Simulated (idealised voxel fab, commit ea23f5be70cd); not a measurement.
The following process module bears the name voxel released beams.
Square cell edge 5 nm, section width 160 nm, ID cut.
The cross-sections in this document take the form of a grid made of square cells. They are written out as bands, in order from top to bottom. Each band consists of one or more rows of cells.
The band entry comprises the height of the band's top followed by the height of its bottom, expressed in nm, and subsequently the band's materials from left to right, each stated together with its width in nm. Where a single material is marked with the word "everywhere", that material fills the band from edge to edge. The word "empty" represents empty space.
Ref level 0: as-received wafer is one material below here. Bottom band extends down with no lower bound ("0 and below").
Per-row width for "30..40": begins at first number (top row of band), ends at second number (bottom row), increment between rows held constant.
Where a step carries "no change", the cross-section came out of it unchanged, cell for cell.
Basically, "Enclosed internal voids" tells you about the enclosed voids: empty spaces with no open way to the top, 8 cells or bigger, each written width x height at distance, where distance is from the left edge, all in nm.
That trailing text on a step's line, after the settings, is the simulator's own remark on the step.
On any step carrying a mask, the "overlay nm" setting, if present on the step's line, tells how far right of its planned place the mask lay; negative values point to the left.

**Listed below are the process steps as planned**
1 RECEIVE [material Si]
2 CONFORMAL_DEP [material Al2O3] [thk nm 5]
3 DIRECTIONAL_DEP [material SiO2] [thk nm 20]
4 DIRECTIONAL_DEP [material aC] [thk nm 5]
5 PATTERN [tone open] [mask id ANCHOR] [material resist] [width nm 35] [thk nm 30] [overlay nm 0]
6 DIRECTIONAL_ETCH [etch materials aC] [depth nm 15]
7 STRIP [etch materials resist]
8 DIRECTIONAL_ETCH [etch materials SiO2] [depth nm 20]
9 STRIP [etch materials aC]
10 CONFORMAL_DEP [material W] [thk nm 10]
11 DIRECTIONAL_DEP [material aC] [thk nm 10]
12 PATTERN [tone cover] [mask id BEAM] [material resist] [width nm 110] [thk nm 30] [overlay nm 0]
13 DIRECTIONAL_ETCH [etch materials aC] [depth nm 10]
14 STRIP [etch materials resist]
15 DIRECTIONAL_ETCH [etch materials W] [depth nm 10]
16 STRIP [etch materials aC]
17 STRIP [etch materials SiO2]
Across this set of wafers, the varied parameter is the thk nm of step 4. Starting conditions are identical for every wafer, and the plan reports the value assigned to the first wafer.

**The first of several wafers, as received after step 1, seen in section**
- 0 and below: Si everywhere
- Enclosed internal voids: none

**Post step 17, the closing step of the module: first of several wafers, cross-sectioned**
- 35 down to 25: 20 empty / 15 W / 15 empty / 80 W / 30 empty
- 25 down to 15: 25 empty / 10 W / 15 empty / 10 W / 100 empty
- 15 down to 5: 25 empty / 35 W / 100 empty
- 5 down to 0: Al2O3 everywhere
- 0 and below: Si everywhere
- Enclosed internal voids: none

**Module end, final wafer: cross-section**
- 5 down to 0: Al2O3 everywhere
- 0 and below: Si everywhere
- Enclosed internal voids: none

**The table below has one row for each wafer; a row shows, as of the end of the module, how many cells of each material the wafer has gained, marked (+), or lost, marked (-), since it was received, and then the wafer's closed voids**
thk nm 5, +32 Al2O3, +60 W, Enclosed internal voids: none
thk nm 10, +32 Al2O3, +60 W, Enclosed internal voids: none
thk nm 15, +32 Al2O3, +60 W, Enclosed internal voids: none
thk nm 20, +32 Al2O3, Enclosed internal voids: none
thk nm 25, +32 Al2O3, Enclosed internal voids: none
thk nm 30, +32 Al2O3, Enclosed internal voids: none
